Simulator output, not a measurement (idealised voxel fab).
Presented below is a process module, voxel wiring stack.
Displayed cross-section: cut, width of 190 nm, square cells sized 5 nm.
This document writes a cross-section as a grid whose cells are square, and gives it as bands, listed from the top down; one or more rows of cells form a band. Read a band's entry like this: the first values are the height of its top and the height of its bottom in nm, and what follows is the sequence of materials from left to right, each with its width in nm. Note that "empty" is empty space, and that a single material marked "full width" reaches across the band from edge to edge. Counting heights begins at 0, where everything beneath is, in the wafer as received, one material. The lowest band has no bottom; it goes on downwards, as "0 and below" shows. A two-number width, for instance "30->40", indicates that the width is equal to the first number in the top row of the band and to the second number in the bottom row, and that it changes by a constant amount per row of cells. Step note "nothing was modified" = no cross-section cell changed. The list in "Closed cavity list" covers empty spaces of 8 cells or more that cannot reach the top through any open way, and it gives each as width x height at distance; the distance is from the left edge, and width, height and distance are in nm. Heads up: the bit after the settings on a step's line is the simulator's remark on that step. "overlay nm" answers the question of how far to the right of plan the mask lay on a step that has a mask, and when it is negative the answer is to the left.

These are the steps we planned for the process:
| 1 | RECEIVE,material Si |
| 2 | CONFORMAL_DEP,material SiO2,thk nm 10 |
| 3 | CONFORMAL_DEP,material SiCN,thk nm 5 |
| 4 | DIRECTIONAL_DEP,material lowk,thk nm 20 |
| 5 | MASKED_ETCH,tone open,mask id METAL_1,width nm 25,pitch nm 40,etch materials lowk,depth nm 20,overlay nm 0 |
| 6 | MASKED_ETCH,tone open,mask id METAL_1,width nm 25,pitch nm 40,etch materials SiCN,depth nm 5,overlay nm 0 |
| 7 | CONFORMAL_DEP,material TiN,thk nm 5 |
| 8 | FILL_DEP,material W,thk nm 10 |
| 9 | CMP,height nm 35 |
| 10 | CONFORMAL_DEP,material SiCN,thk nm 5 |
| 11 | DIRECTIONAL_DEP,material lowk,thk nm 10 |
| 12 | PATTERN,tone open,mask id PLUG_1,material resist,width nm 15,pitch nm 40,thk nm 20,overlay nm 0 |
| 13 | DIRECTIONAL_ETCH,etch materials lowk,depth nm 10 |
| 14 | DIRECTIONAL_ETCH,etch materials SiCN,depth nm 5 |
| 15 | STRIP,etch materials resist |
| 16 | EPI,material Ru,thk nm 10 |
| 17 | EPI,material Ru,thk nm 5 |
| 18 | CONFORMAL_DEP,material SiCN,thk nm 5 |
| 19 | DIRECTIONAL_DEP,material lowk,thk nm 15 |
| 20 | DIRECTIONAL_DEP,material aC,thk nm 10 |
| 21 | PATTERN,tone open,mask id METAL_2,material resist,width nm 25,pitch nm 40,thk nm 25,overlay nm 0 |
| 22 | DIRECTIONAL_ETCH,etch materials aC,depth nm 10 |
| 23 | STRIP,etch materials resist |
| 24 | DIRECTIONAL_ETCH,etch materials lowk,depth nm 15 |
| 25 | DIRECTIONAL_ETCH,etch materials SiCN,depth nm 5 |
| 26 | STRIP,etch materials aC |
| 27 | CONFORMAL_DEP,material TiN,thk nm 5 |
| 28 | FILL_DEP,material Ru,thk nm 10 |
| 29 | CMP,height nm 70 |
| 30 | EPI,material Ru,thk nm 5 |
| 31 | FILL_DEP,material SiCN,thk nm 5 |
| 32 | DIRECTIONAL_DEP,material lowk,thk nm 30 |
| 33 | MASKED_ETCH,tone open,mask id METAL_3,width nm 25,pitch nm 40,etch materials lowk,depth nm 20,overlay nm 0 |
| 34 | DIRECTIONAL_DEP,material aC,thk nm 15 |
| 35 | PATTERN,tone open,mask id METAL_3_HOLES,material resist,width nm 15,thk nm 35,overlay nm 0 |
| 36 | DIRECTIONAL_ETCH,etch materials aC,depth nm 15 |
| 37 | STRIP,etch materials resist |
| 38 | DIRECTIONAL_ETCH,etch materials lowk,depth nm 10 |
| 39 | DIRECTIONAL_ETCH,etch materials SiCN,depth nm 5 |
| 40 | STRIP,etch materials aC |
| 41 | CONFORMAL_DEP,material TiN,thk nm 5 |
| 42 | FILL_DEP,material Ru,thk nm 5 |
| 43 | CMP,height nm 110 |
| 44 | CONFORMAL_DEP,material SiN,thk nm 5 |

First wafer out of two, processed as planned:

Cross-section of the incoming wafer, state after step 1:
    0 and below  Si full width
    Closed cavity list: none

So this is the wafer cross-section right after step 2:
    10 down to 0  SiO2 full width
    Under the height 0 nothing was changed.

So this is the wafer cross-section right after step 3:
    15 down to 10  SiCN full width
    Under the height 10 nothing was changed.

So this is the wafer cross-section right after step 4:
    35 down to 15  lowk full width
    Under the height 15 nothing was changed.

So this is the wafer cross-section right after step 5:
    35 down to 15  60 of lowk, then 25 of empty, then 15 of lowk, then 25 of empty, then 65 of lowk
    Under the height 15 nothing was changed.

So this is the wafer cross-section right after step 6:
    35 down to 15  60 of lowk, then 25 of empty, then 15 of lowk, then 25 of empty, then 65 of lowk
    15 down to 10  60 of SiCN, then 25 of empty, then 15 of SiCN, then 25 of empty, then 65 of SiCN
    Under the height 10 nothing was changed.

So this is the wafer cross-section right after step 7:
    40 down to 35  65 of TiN, then 15 of empty, then 25 of TiN, then 15 of empty, then 70 of TiN
    35 down to 15  60 of lowk, then 5 of TiN, then 15 of empty, then 5 of TiN, then 15 of lowk, then 5 of TiN, then 15 of empty, then 5 of TiN, then 65 of lowk
    15 down to 10  60 of SiCN, then 25 of TiN, then 15 of SiCN, then 25 of TiN, then 65 of SiCN
    Under the height 10 nothing was changed.

So this is the wafer cross-section right after step 8:
    50 down to 40  W full width
    40 down to 35  65 of TiN, then 15 of W, then 25 of TiN, then 15 of W, then 70 of TiN
    35 down to 15  60 of lowk, then 5 of TiN, then 15 of W, then 5 of TiN, then 15 of lowk, then 5 of TiN, then 15 of W, then 5 of TiN, then 65 of lowk
    Under the height 15 nothing was changed.

So this is the wafer cross-section right after step 9:
    35 down to 15  60 of lowk, then 5 of TiN, then 15 of W, then 5 of TiN, then 15 of lowk, then 5 of TiN, then 15 of W, then 5 of TiN, then 65 of lowk
    Under the height 15 nothing was changed.

So this is the wafer cross-section right after step 10:
    40 down to 35  SiCN full width
    Under the height 35 nothing was changed.

So this is the wafer cross-section right after step 11:
    50 down to 40  lowk full width
    Under the height 40 nothing was changed.

So this is the wafer cross-section right after step 12:
    70 down to 50  60 of resist, then 15 of empty, then 25 of resist, then 15 of empty, then 75 of resist
    Under the height 50 nothing was changed.

So this is the wafer cross-section right after step 13:
    70 down to 50  60 of resist, then 15 of empty, then 25 of resist, then 15 of empty, then 75 of resist
    50 down to 40  60 of lowk, then 15 of empty, then 25 of lowk, then 15 of empty, then 75 of lowk
    Under the height 40 nothing was changed.

So this is the wafer cross-section right after step 14:
    70 down to 50  60 of resist, then 15 of empty, then 25 of resist, then 15 of empty, then 75 of resist
    50 down to 40  60 of lowk, then 15 of empty, then 25 of lowk, then 15 of empty, then 75 of lowk
    40 down to 35  60 of SiCN, then 15 of empty, then 25 of SiCN, then 15 of empty, then 75 of SiCN
    Under the height 35 nothing was changed.

So this is the wafer cross-section right after step 15:
    50 down to 40  60 of lowk, then 15 of empty, then 25 of lowk, then 15 of empty, then 75 of lowk
    Under the height 40 nothing was changed.

So this is the wafer cross-section right after step 16:
    50 down to 45  60 of lowk, then 15 of empty, then 25 of lowk, then 15 of empty, then 75 of lowk
    45 down to 40  60 of lowk, then 15 of Ru, then 25 of lowk, then 15 of Ru, then 75 of lowk
    40 down to 35  60 of SiCN, then 15 of Ru, then 25 of SiCN, then 15 of Ru, then 75 of SiCN
    Under the height 35 nothing was changed.

So this is the wafer cross-section right after step 17:
    50 down to 40  60 of lowk, then 15 of Ru, then 25 of lowk, then 15 of Ru, then 75 of lowk
    Under the height 40 nothing was changed.

So this is the wafer cross-section right after step 18:
    55 down to 50  SiCN full width
    Under the height 50 nothing was changed.

So this is the wafer cross-section right after step 19:
    70 down to 55  lowk full width
    Under the height 55 nothing was changed.

So this is the wafer cross-section right after step 20:
    80 down to 70  aC full width
    Under the height 70 nothing was changed.

So this is the wafer cross-section right after step 21:
    105 down to 80  60 of resist, then 25 of empty, then 15 of resist, then 25 of empty, then 65 of resist
    Under the height 80 nothing was changed.

So this is the wafer cross-section right after step 22:
    95 down to 80  60 of resist, then 25 of empty, then 15 of resist, then 25 of empty, then 65 of resist
    80 down to 70  60 of aC, then 25 of empty, then 15 of aC, then 25 of empty, then 65 of aC
    Under the height 70 nothing was changed.

So this is the wafer cross-section right after step 23:
    80 down to 70  60 of aC, then 25 of empty, then 15 of aC, then 25 of empty, then 65 of aC
    Under the height 70 nothing was changed.

So this is the wafer cross-section right after step 24:
    80 down to 70  60 of aC, then 25 of empty, then 15 of aC, then 25 of empty, then 65 of aC
    70 down to 55  60 of lowk, then 25 of empty, then 15 of lowk, then 25 of empty, then 65 of lowk
    Under the height 55 nothing was changed.

So this is the wafer cross-section right after step 25:
    80 down to 70  60 of aC, then 25 of empty, then 15 of aC, then 25 of empty, then 65 of aC
    70 down to 55  60 of lowk, then 25 of empty, then 15 of lowk, then 25 of empty, then 65 of lowk
    55 down to 50  60 of SiCN, then 25 of empty, then 15 of SiCN, then 25 of empty, then 65 of SiCN
    Under the height 50 nothing was changed.

So this is the wafer cross-section right after step 26:
    70 down to 55  60 of lowk, then 25 of empty, then 15 of lowk, then 25 of empty, then 65 of lowk
    Under the height 55 nothing was changed.

So this is the wafer cross-section right after step 27:
    75 down to 70  65 of TiN, then 15 of empty, then 25 of TiN, then 15 of empty, then 70 of TiN
    70 down to 55  60 of lowk, then 5 of TiN, then 15 of empty, then 5 of TiN, then 15 of lowk, then 5 of TiN, then 15 of empty, then 5 of TiN, then 65 of lowk
    55 down to 50  60 of SiCN, then 25 of TiN, then 15 of SiCN, then 25 of TiN, then 65 of SiCN
    Under the height 50 nothing was changed.

So this is the wafer cross-section right after step 28:
    85 down to 75  Ru full width
    75 down to 70  65 of TiN, then 15 of Ru, then 25 of TiN, then 15 of Ru, then 70 of TiN
    70 down to 55  60 of lowk, then 5 of TiN, then 15 of Ru, then 5 of TiN, then 15 of lowk, then 5 of TiN, then 15 of Ru, then 5 of TiN, then 65 of lowk
    Under the height 55 nothing was changed.

So this is the wafer cross-section right after step 29:
    70 down to 55  60 of lowk, then 5 of TiN, then 15 of Ru, then 5 of TiN, then 15 of lowk, then 5 of TiN, then 15 of Ru, then 5 of TiN, then 65 of lowk
    Under the height 55 nothing was changed.

So this is the wafer cross-section right after step 30:
    75 down to 70  55 of empty, then 35 of Ru, then 5 of empty, then 35 of Ru, then 60 of empty
    Under the height 70 nothing was changed.

So this is the wafer cross-section right after step 31:
    80 down to 75  SiCN full width
    75 down to 70  55 of SiCN, then 35 of Ru, then 5 of SiCN, then 35 of Ru, then 60 of SiCN
    Under the height 70 nothing was changed.

So this is the wafer cross-section right after step 32:
    110 down to 80  lowk full width
    Under the height 80 nothing was changed.

So this is the wafer cross-section right after step 33:
    110 down to 90  60 of lowk, then 25 of empty, then 15 of lowk, then 25 of empty, then 65 of lowk
    Under the height 90 nothing was changed.

So this is the wafer cross-section right after step 34:
    125 down to 110  60 of aC, then 25 of empty, then 15 of aC, then 25 of empty, then 65 of aC
    110 down to 105  60 of lowk, then 25 of empty, then 15 of lowk, then 25 of empty, then 65 of lowk
    105 down to 90  60 of lowk, then 25 of aC, then 15 of lowk, then 25 of aC, then 65 of lowk
    Under the height 90 nothing was changed.

So this is the wafer cross-section right after step 35:
    160 down to 125  60 of resist, then 15 of empty, then 115 of resist
    125 down to 110  60 of aC, then 15 of empty, then 10 of resist, then 15 of aC, then 25 of resist, then 65 of aC
    110 down to 105  60 of lowk, then 15 of empty, then 10 of resist, then 15 of lowk, then 25 of resist, then 65 of lowk
    Under the height 105 nothing was changed.

So this is the wafer cross-section right after step 36:
    145 down to 125  60 of resist, then 15 of empty, then 115 of resist
    125 down to 110  60 of aC, then 15 of empty, then 10 of resist, then 15 of aC, then 25 of resist, then 65 of aC
    110 down to 105  60 of lowk, then 15 of empty, then 10 of resist, then 15 of lowk, then 25 of resist, then 65 of lowk
    105 down to 90  60 of lowk, then 15 of empty, then 10 of aC, then 15 of lowk, then 25 of aC, then 65 of lowk
    Under the height 90 nothing was changed.

So this is the wafer cross-section right after step 37:
    125 down to 110  60 of aC, then 25 of empty, then 15 of aC, then 25 of empty, then 65 of aC
    110 down to 105  60 of lowk, then 25 of empty, then 15 of lowk, then 25 of empty, then 65 of lowk
    Under the height 105 nothing was changed.

So this is the wafer cross-section right after step 38:
    125 down to 110  60 of aC, then 25 of empty, then 15 of aC, then 25 of empty, then 65 of aC
    110 down to 105  60 of lowk, then 25 of empty, then 15 of lowk, then 25 of empty, then 65 of lowk
    105 down to 90  60 of lowk, then 15 of empty, then 10 of aC, then 15 of lowk, then 25 of aC, then 65 of lowk
    90 down to 80  60 of lowk, then 15 of empty, then 115 of lowk
    Under the height 80 nothing was changed.

So this is the wafer cross-section right after step 39:
    125 down to 110  60 of aC, then 25 of empty, then 15 of aC, then 25 of empty, then 65 of aC
    110 down to 105  60 of lowk, then 25 of empty, then 15 of lowk, then 25 of empty, then 65 of lowk
    105 down to 90  60 of lowk, then 15 of empty, then 10 of aC, then 15 of lowk, then 25 of aC, then 65 of lowk
    90 down to 80  60 of lowk, then 15 of empty, then 115 of lowk
    80 down to 75  60 of SiCN, then 15 of empty, then 115 of SiCN
    Under the height 75 nothing was changed.

So this is the wafer cross-section right after step 40:
    110 down to 90  60 of lowk, then 25 of empty, then 15 of lowk, then 25 of empty, then 65 of lowk
    Under the height 90 nothing was changed.

So this is the wafer cross-section right after step 41:
    115 down to 110  65 of TiN, then 15 of empty, then 25 of TiN, then 15 of empty, then 70 of TiN
    110 down to 95  60 of lowk, then 5 of TiN, then 15 of empty, then 5 of TiN, then 15 of lowk, then 5 of TiN, then 15 of empty, then 5 of TiN, then 65 of lowk
    95 down to 90  60 of lowk, then 5 of TiN, then 5 of empty, then 15 of TiN, then 15 of lowk, then 25 of TiN, then 65 of lowk
    90 down to 80  60 of lowk, then 5 of TiN, then 5 of empty, then 5 of TiN, then 115 of lowk
    80 down to 75  60 of SiCN, then 15 of TiN, then 115 of SiCN
    Under the height 75 nothing was changed.

So this is the wafer cross-section right after step 42:
    120 down to 115  Ru full width
    115 down to 110  65 of TiN, then 15 of Ru, then 25 of TiN, then 15 of Ru, then 70 of TiN
    110 down to 95  60 of lowk, then 5 of TiN, then 15 of Ru, then 5 of TiN, then 15 of lowk, then 5 of TiN, then 15 of Ru, then 5 of TiN, then 65 of lowk
    95 down to 90  60 of lowk, then 5 of TiN, then 5 of Ru, then 15 of TiN, then 15 of lowk, then 25 of TiN, then 65 of lowk
    90 down to 80  60 of lowk, then 5 of TiN, then 5 of Ru, then 5 of TiN, then 115 of lowk
    Under the height 80 nothing was changed.

So this is the wafer cross-section right after step 43:
    110 down to 95  60 of lowk, then 5 of TiN, then 15 of Ru, then 5 of TiN, then 15 of lowk, then 5 of TiN, then 15 of Ru, then 5 of TiN, then 65 of lowk
    Under the height 95 nothing was changed.

So this is the wafer cross-section right after step 44:
    115 down to 110  SiN full width
    Under the height 110 nothing was changed.

The Second Wafer: Common Origin and Plan, One Mistake in Execution, Identical to the First Through Step 5:

Cross-section of the second wafer corresponding to the planned conclusion of step 6:
    35 down to 15  60 of lowk, then 25 of empty, then 15 of lowk, then 25 of empty, then 65 of lowk
    15 down to 10  70 of SiCN, then 15 of empty, then 25 of SiCN, then 15 of empty, then 65 of SiCN
    Under the height 10 nothing was changed.

Cross-section of the second wafer corresponding to the planned conclusion of step 7:
    40 down to 35  65 of TiN, then 15 of empty, then 25 of TiN, then 15 of empty, then 70 of TiN
    35 down to 20  60 of lowk, then 5 of TiN, then 15 of empty, then 5 of TiN, then 15 of lowk, then 5 of TiN, then 15 of empty, then 5 of TiN, then 65 of lowk
    20 down to 15  60 of lowk, then 15 of TiN, then 5 of empty, then 5 of TiN, then 15 of lowk, then 15 of TiN, then 5 of empty, then 5 of TiN, then 65 of lowk
    15 down to 10  70 of SiCN, then 15 of TiN, then 25 of SiCN, then 15 of TiN, then 65 of SiCN
    Under the height 10 nothing was changed.

Cross-section of the second wafer corresponding to the planned conclusion of step 8:
    50 down to 40  W full width
    40 down to 35  65 of TiN, then 15 of W, then 25 of TiN, then 15 of W, then 70 of TiN
    35 down to 20  60 of lowk, then 5 of TiN, then 15 of W, then 5 of TiN, then 15 of lowk, then 5 of TiN, then 15 of W, then 5 of TiN, then 65 of lowk
    20 down to 15  60 of lowk, then 15 of TiN, then 5 of W, then 5 of TiN, then 15 of lowk, then 15 of TiN, then 5 of W, then 5 of TiN, then 65 of lowk
    Under the height 15 nothing was changed.

Cross-section of the second wafer corresponding to the planned conclusion of step 9:
    35 down to 20  60 of lowk, then 5 of TiN, then 15 of W, then 5 of TiN, then 15 of lowk, then 5 of TiN, then 15 of W, then 5 of TiN, then 65 of lowk
    Under the height 20 nothing was changed.

Cross-section of the second wafer corresponding to the planned conclusion of step 10:
    40 down to 35  SiCN full width
    Under the height 35 nothing was changed.

Cross-section of the second wafer corresponding to the planned conclusion of step 11:
    50 down to 40  lowk full width
    Under the height 40 nothing was changed.

Cross-section of the second wafer corresponding to the planned conclusion of step 12:
    70 down to 50  60 of resist, then 15 of empty, then 25 of resist, then 15 of empty, then 75 of resist
    Under the height 50 nothing was changed.

Cross-section of the second wafer corresponding to the planned conclusion of step 13:
    70 down to 50  60 of resist, then 15 of empty, then 25 of resist, then 15 of empty, then 75 of resist
    50 down to 40  60 of lowk, then 15 of empty, then 25 of lowk, then 15 of empty, then 75 of lowk
    Under the height 40 nothing was changed.

Cross-section of the second wafer corresponding to the planned conclusion of step 14:
    70 down to 50  60 of resist, then 15 of empty, then 25 of resist, then 15 of empty, then 75 of resist
    50 down to 40  60 of lowk, then 15 of empty, then 25 of lowk, then 15 of empty, then 75 of lowk
    40 down to 35  60 of SiCN, then 15 of empty, then 25 of SiCN, then 15 of empty, then 75 of SiCN
    Under the height 35 nothing was changed.

Cross-section of the second wafer corresponding to the planned conclusion of step 15:
    50 down to 40  60 of lowk, then 15 of empty, then 25 of lowk, then 15 of empty, then 75 of lowk
    Under the height 40 nothing was changed.

Cross-section of the second wafer corresponding to the planned conclusion of step 16:
    50 down to 45  60 of lowk, then 15 of empty, then 25 of lowk, then 15 of empty, then 75 of lowk
    45 down to 40  60 of lowk, then 15 of Ru, then 25 of lowk, then 15 of Ru, then 75 of lowk
    40 down to 35  60 of SiCN, then 15 of Ru, then 25 of SiCN, then 15 of Ru, then 75 of SiCN
    Under the height 35 nothing was changed.

Cross-section of the second wafer corresponding to the planned conclusion of step 17:
    50 down to 40  60 of lowk, then 15 of Ru, then 25 of lowk, then 15 of Ru, then 75 of lowk
    Under the height 40 nothing was changed.

Cross-section of the second wafer corresponding to the planned conclusion of step 18:
    55 down to 50  SiCN full width
    Under the height 50 nothing was changed.

Cross-section of the second wafer corresponding to the planned conclusion of step 19:
    70 down to 55  lowk full width
    Under the height 55 nothing was changed.

Cross-section of the second wafer corresponding to the planned conclusion of step 20:
    80 down to 70  aC full width
    Under the height 70 nothing was changed.

Cross-section of the second wafer corresponding to the planned conclusion of step 21:
    105 down to 80  60 of resist, then 25 of empty, then 15 of resist, then 25 of empty, then 65 of resist
    Under the height 80 nothing was changed.

Cross-section of the second wafer corresponding to the planned conclusion of step 22:
    95 down to 80  60 of resist, then 25 of empty, then 15 of resist, then 25 of empty, then 65 of resist
    80 down to 70  60 of aC, then 25 of empty, then 15 of aC, then 25 of empty, then 65 of aC
    Under the height 70 nothing was changed.

Cross-section of the second wafer corresponding to the planned conclusion of step 23:
    80 down to 70  60 of aC, then 25 of empty, then 15 of aC, then 25 of empty, then 65 of aC
    Under the height 70 nothing was changed.

Cross-section of the second wafer corresponding to the planned conclusion of step 24:
    80 down to 70  60 of aC, then 25 of empty, then 15 of aC, then 25 of empty, then 65 of aC
    70 down to 55  60 of lowk, then 25 of empty, then 15 of lowk, then 25 of empty, then 65 of lowk
    Under the height 55 nothing was changed.

Cross-section of the second wafer corresponding to the planned conclusion of step 25:
    80 down to 70  60 of aC, then 25 of empty, then 15 of aC, then 25 of empty, then 65 of aC
    70 down to 55  60 of lowk, then 25 of empty, then 15 of lowk, then 25 of empty, then 65 of lowk
    55 down to 50  60 of SiCN, then 25 of empty, then 15 of SiCN, then 25 of empty, then 65 of SiCN
    Under the height 50 nothing was changed.

Cross-section of the second wafer corresponding to the planned conclusion of step 26:
    70 down to 55  60 of lowk, then 25 of empty, then 15 of lowk, then 25 of empty, then 65 of lowk
    Under the height 55 nothing was changed.

Cross-section of the second wafer corresponding to the planned conclusion of step 27:
    75 down to 70  65 of TiN, then 15 of empty, then 25 of TiN, then 15 of empty, then 70 of TiN
    70 down to 55  60 of lowk, then 5 of TiN, then 15 of empty, then 5 of TiN, then 15 of lowk, then 5 of TiN, then 15 of empty, then 5 of TiN, then 65 of lowk
    55 down to 50  60 of SiCN, then 25 of TiN, then 15 of SiCN, then 25 of TiN, then 65 of SiCN
    Under the height 50 nothing was changed.

Cross-section of the second wafer corresponding to the planned conclusion of step 28:
    85 down to 75  Ru full width
    75 down to 70  65 of TiN, then 15 of Ru, then 25 of TiN, then 15 of Ru, then 70 of TiN
    70 down to 55  60 of lowk, then 5 of TiN, then 15 of Ru, then 5 of TiN, then 15 of lowk, then 5 of TiN, then 15 of Ru, then 5 of TiN, then 65 of lowk
    Under the height 55 nothing was changed.

Cross-section of the second wafer corresponding to the planned conclusion of step 29:
    70 down to 55  60 of lowk, then 5 of TiN, then 15 of Ru, then 5 of TiN, then 15 of lowk, then 5 of TiN, then 15 of Ru, then 5 of TiN, then 65 of lowk
    Under the height 55 nothing was changed.

Cross-section of the second wafer corresponding to the planned conclusion of step 30:
    75 down to 70  55 of empty, then 35 of Ru, then 5 of empty, then 35 of Ru, then 60 of empty
    Under the height 70 nothing was changed.

Cross-section of the second wafer corresponding to the planned conclusion of step 31:
    80 down to 75  SiCN full width
    75 down to 70  55 of SiCN, then 35 of Ru, then 5 of SiCN, then 35 of Ru, then 60 of SiCN
    Under the height 70 nothing was changed.

Cross-section of the second wafer corresponding to the planned conclusion of step 32:
    110 down to 80  lowk full width
    Under the height 80 nothing was changed.

Cross-section of the second wafer corresponding to the planned conclusion of step 33:
    110 down to 90  60 of lowk, then 25 of empty, then 15 of lowk, then 25 of empty, then 65 of lowk
    Under the height 90 nothing was changed.

Cross-section of the second wafer corresponding to the planned conclusion of step 34:
    125 down to 110  60 of aC, then 25 of empty, then 15 of aC, then 25 of empty, then 65 of aC
    110 down to 105  60 of lowk, then 25 of empty, then 15 of lowk, then 25 of empty, then 65 of lowk
    105 down to 90  60 of lowk, then 25 of aC, then 15 of lowk, then 25 of aC, then 65 of lowk
    Under the height 90 nothing was changed.

Cross-section of the second wafer corresponding to the planned conclusion of step 35:
    160 down to 125  60 of resist, then 15 of empty, then 115 of resist
    125 down to 110  60 of aC, then 15 of empty, then 10 of resist, then 15 of aC, then 25 of resist, then 65 of aC
    110 down to 105  60 of lowk, then 15 of empty, then 10 of resist, then 15 of lowk, then 25 of resist, then 65 of lowk
    Under the height 105 nothing was changed.

Cross-section of the second wafer corresponding to the planned conclusion of step 36:
    145 down to 125  60 of resist, then 15 of empty, then 115 of resist
    125 down to 110  60 of aC, then 15 of empty, then 10 of resist, then 15 of aC, then 25 of resist, then 65 of aC
    110 down to 105  60 of lowk, then 15 of empty, then 10 of resist, then 15 of lowk, then 25 of resist, then 65 of lowk
    105 down to 90  60 of lowk, then 15 of empty, then 10 of aC, then 15 of lowk, then 25 of aC, then 65 of lowk
    Under the height 90 nothing was changed.

Cross-section of the second wafer corresponding to the planned conclusion of step 37:
    125 down to 110  60 of aC, then 25 of empty, then 15 of aC, then 25 of empty, then 65 of aC
    110 down to 105  60 of lowk, then 25 of empty, then 15 of lowk, then 25 of empty, then 65 of lowk
    Under the height 105 nothing was changed.

Cross-section of the second wafer corresponding to the planned conclusion of step 38:
    125 down to 110  60 of aC, then 25 of empty, then 15 of aC, then 25 of empty, then 65 of aC
    110 down to 105  60 of lowk, then 25 of empty, then 15 of lowk, then 25 of empty, then 65 of lowk
    105 down to 90  60 of lowk, then 15 of empty, then 10 of aC, then 15 of lowk, then 25 of aC, then 65 of lowk
    90 down to 80  60 of lowk, then 15 of empty, then 115 of lowk
    Under the height 80 nothing was changed.

Cross-section of the second wafer corresponding to the planned conclusion of step 39:
    125 down to 110  60 of aC, then 25 of empty, then 15 of aC, then 25 of empty, then 65 of aC
    110 down to 105  60 of lowk, then 25 of empty, then 15 of lowk, then 25 of empty, then 65 of lowk
    105 down to 90  60 of lowk, then 15 of empty, then 10 of aC, then 15 of lowk, then 25 of aC, then 65 of lowk
    90 down to 80  60 of lowk, then 15 of empty, then 115 of lowk
    80 down to 75  60 of SiCN, then 15 of empty, then 115 of SiCN
    Under the height 75 nothing was changed.

Cross-section of the second wafer corresponding to the planned conclusion of step 40:
    110 down to 90  60 of lowk, then 25 of empty, then 15 of lowk, then 25 of empty, then 65 of lowk
    Under the height 90 nothing was changed.

Cross-section of the second wafer corresponding to the planned conclusion of step 41:
    115 down to 110  65 of TiN, then 15 of empty, then 25 of TiN, then 15 of empty, then 70 of TiN
    110 down to 95  60 of lowk, then 5 of TiN, then 15 of empty, then 5 of TiN, then 15 of lowk, then 5 of TiN, then 15 of empty, then 5 of TiN, then 65 of lowk
    95 down to 90  60 of lowk, then 5 of TiN, then 5 of empty, then 15 of TiN, then 15 of lowk, then 25 of TiN, then 65 of lowk
    90 down to 80  60 of lowk, then 5 of TiN, then 5 of empty, then 5 of TiN, then 115 of lowk
    80 down to 75  60 of SiCN, then 15 of TiN, then 115 of SiCN
    Under the height 75 nothing was changed.

Cross-section of the second wafer corresponding to the planned conclusion of step 42:
    120 down to 115  Ru full width
    115 down to 110  65 of TiN, then 15 of Ru, then 25 of TiN, then 15 of Ru, then 70 of TiN
    110 down to 95  60 of lowk, then 5 of TiN, then 15 of Ru, then 5 of TiN, then 15 of lowk, then 5 of TiN, then 15 of Ru, then 5 of TiN, then 65 of lowk
    95 down to 90  60 of lowk, then 5 of TiN, then 5 of Ru, then 15 of TiN, then 15 of lowk, then 25 of TiN, then 65 of lowk
    90 down to 80  60 of lowk, then 5 of TiN, then 5 of Ru, then 5 of TiN, then 115 of lowk
    Under the height 80 nothing was changed.

Cross-section of the second wafer corresponding to the planned conclusion of step 43:
    110 down to 95  60 of lowk, then 5 of TiN, then 15 of Ru, then 5 of TiN, then 15 of lowk, then 5 of TiN, then 15 of Ru, then 5 of TiN, then 65 of lowk
    Under the height 95 nothing was changed.

Cross-section of the second wafer corresponding to the planned conclusion of step 44:
    115 down to 110  SiN full width
    Under the height 110 nothing was changed.
Plan not followed: not per plan at step 6, really ran MASKED_ETCH,tone open,mask id METAL_1,width nm 25,pitch nm 40,etch materials SiCN,depth nm 5,overlay nm 10
The closing comparison, in cells, has the second wafer with more or fewer of some materials than the first: SiCN +4; W -4
